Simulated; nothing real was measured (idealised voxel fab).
This is a process module. Its name is voxel wiring stack.
Cross-section cut: width 265 nm, square cells of 5 nm.
Cross-section, as written here: a square-cell grid given band by band from the top down, where a band holds one or more rows of cells.
Within each band entry, the heights of the top and of the bottom of the band appear first, in that order and in nm; the materials of the band then follow from left to right, each with its corresponding width in nm. The designation "throughout" on a single material indicates that it fills the band from edge to edge; the designation "blank" indicates empty space.
For the purposes of this specification, 0 denotes the height below which the wafer in its as-received condition is composed wholly of one material, and the lowermost band, lacking a lower limit, extends downward without end, as expressed in "0 -> down".
The width entry "30 to 40" should be interpreted row by row: the top row of cells in the band takes the first number, the bottom row takes the second number, and the change between adjacent rows is uniform throughout.
It should be understood that the words "stayed the same", when stated for a given step, signify that the cross-section underwent no change in any of its cells during that step.
Closed empty spaces (no open way to the top) of 8 cells or more are what "Sealed void list" lists, each as width x height at distance from the left edge, nm for all three.
Formally, on a step line, whatever follows the settings is a remark that the simulator itself makes on the step.
A step line may carry the setting "overlay nm", which, for steps involving a mask, states the distance by which the mask lay to the right of its intended position; negative values denote displacement to the left.

These are the steps we planned for the process:
1: op RECEIVE | material Si
2: op CONFORMAL_DEP | material SiO2 | thk nm 15
3: op CONFORMAL_DEP | material SiN | thk nm 5
4: op DIRECTIONAL_DEP | material lowk | thk nm 25
5: op DIRECTIONAL_DEP | material aC | thk nm 10
6: op PATTERN | tone open | mask id METAL_1 | material resist | width nm 25 | pitch nm 45 | thk nm 25 | overlay nm 0
7: op DIRECTIONAL_ETCH | etch materials aC | depth nm 10
8: op STRIP | etch materials resist
9: op DIRECTIONAL_ETCH | etch materials lowk | depth nm 25
10: op DIRECTIONAL_ETCH | etch materials SiN | depth nm 5
11: op STRIP | etch materials aC
12: op CONFORMAL_DEP | material TiN | thk nm 5
13: op FILL_DEP | material Cu | thk nm 10
14: op CMP | height nm 45
15: op CONFORMAL_DEP | material SiCN | thk nm 5
16: op DIRECTIONAL_DEP | material SiO2 | thk nm 10
17: op DIRECTIONAL_DEP | material aC | thk nm 10
18: op PATTERN | tone open | mask id PLUG_1 | material resist | width nm 15 | thk nm 25 | overlay nm 0
19: op DIRECTIONAL_ETCH | etch materials aC | depth nm 10
20: op STRIP | etch materials resist
21: op DIRECTIONAL_ETCH | etch materials SiO2 | depth nm 10
22: op DIRECTIONAL_ETCH | etch materials SiCN | depth nm 5
23: op STRIP | etch materials aC
24: op CONFORMAL_DEP | material TiN | thk nm 5
25: op FILL_DEP | material Ru | thk nm 10
26: op CMP | height nm 60
27: op CONFORMAL_DEP | material SiN | thk nm 5
28: op DIRECTIONAL_DEP | material SiO2 | thk nm 15
29: op MASKED_ETCH | tone open | mask id METAL_2 | width nm 25 | pitch nm 45 | etch materials SiO2 | depth nm 15 | overlay nm 0
30: op MASKED_ETCH | tone open | mask id METAL_2 | width nm 25 | pitch nm 45 | etch materials SiN | depth nm 5 | overlay nm 0
31: op CONFORMAL_DEP | material TiN | thk nm 5
32: op FILL_DEP | material W | thk nm 10
33: op CMP | height nm 80
34: op CONFORMAL_DEP | material SiCN | thk nm 5
35: op DIRECTIONAL_DEP | material lowk | thk nm 20
36: op MASKED_ETCH | tone open | mask id PLUG_2 | width nm 15 | pitch nm 45 | etch materials lowk | depth nm 20 | overlay nm 0
37: op MASKED_ETCH | tone open | mask id PLUG_2 | width nm 15 | pitch nm 45 | etch materials SiCN | depth nm 5 | overlay nm 0
38: op CONFORMAL_DEP | material TiN | thk nm 5
39: op FILL_DEP | material W | thk nm 10
40: op CMP | height nm 105
41: op CONFORMAL_DEP | material SiN | thk nm 5
42: op DIRECTIONAL_DEP | material SiO2 | thk nm 20
43: op DIRECTIONAL_DEP | material aC | thk nm 15
44: op PATTERN | tone open | mask id METAL_3 | material resist | width nm 25 | pitch nm 45 | thk nm 30 | overlay nm 0
45: op DIRECTIONAL_ETCH | etch materials aC | depth nm 15
46: op STRIP | etch materials resist
47: op DIRECTIONAL_ETCH | etch materials SiO2 | depth nm 20
48: op DIRECTIONAL_ETCH | etch materials SiN | depth nm 5
49: op STRIP | etch materials aC
50: op CONFORMAL_DEP | material TiN | thk nm 5
51: op FILL_DEP | material W | thk nm 10
52: op CMP | height nm 130
53: op EPI | material Ru | thk nm 5
54: op FILL_DEP | material SiCN | thk nm 5

Incoming wafer, cross-sectional view, post step 1:
  0 -> down  Si throughout
  Sealed void list: none

End state of the module in cross-section, given the above starting point and plan and one mistake in execution:
  140 -> 135  SiCN throughout
  135 -> 130  SiCN=90 | Ru=35 | SiCN=10 | Ru=35 | SiCN=95
  130 -> 110  SiO2=95 | TiN=5 | W=15 | TiN=5 | SiO2=20 | TiN=5 | W=15 | TiN=5 | SiO2=100
  110 -> 105  SiN=95 | TiN=25 | SiN=20 | TiN=25 | SiN=100
  105 -> 85  lowk=95 | TiN=5 | W=5 | TiN=5 | lowk=30 | TiN=5 | W=5 | TiN=5 | lowk=110
  85 -> 80  SiCN=95 | TiN=15 | SiCN=30 | TiN=15 | SiCN=110
  80 -> 65  SiO2=95 | TiN=5 | W=15 | TiN=5 | SiO2=20 | TiN=5 | W=15 | TiN=5 | SiO2=100
  65 -> 60  SiN=95 | TiN=25 | SiN=20 | TiN=25 | SiN=100
  60 -> 50  SiO2=95 | TiN=5 | Ru=5 | TiN=5 | SiO2=155
  50 -> 45  SiCN=95 | TiN=15 | SiCN=155
  45 -> 35  lowk=95 | TiN=5 | Cu=15 | TiN=5 | lowk=20 | TiN=5 | Cu=15 | TiN=5 | lowk=100
  35 -> 30  SiN=95 | TiN=25 | SiN=20 | TiN=25 | SiN=100
  30 -> 0  SiO2 throughout
  0 -> down  Si throughout
  Sealed void list: none
The plan and the run diverged here: step 2 was run twice
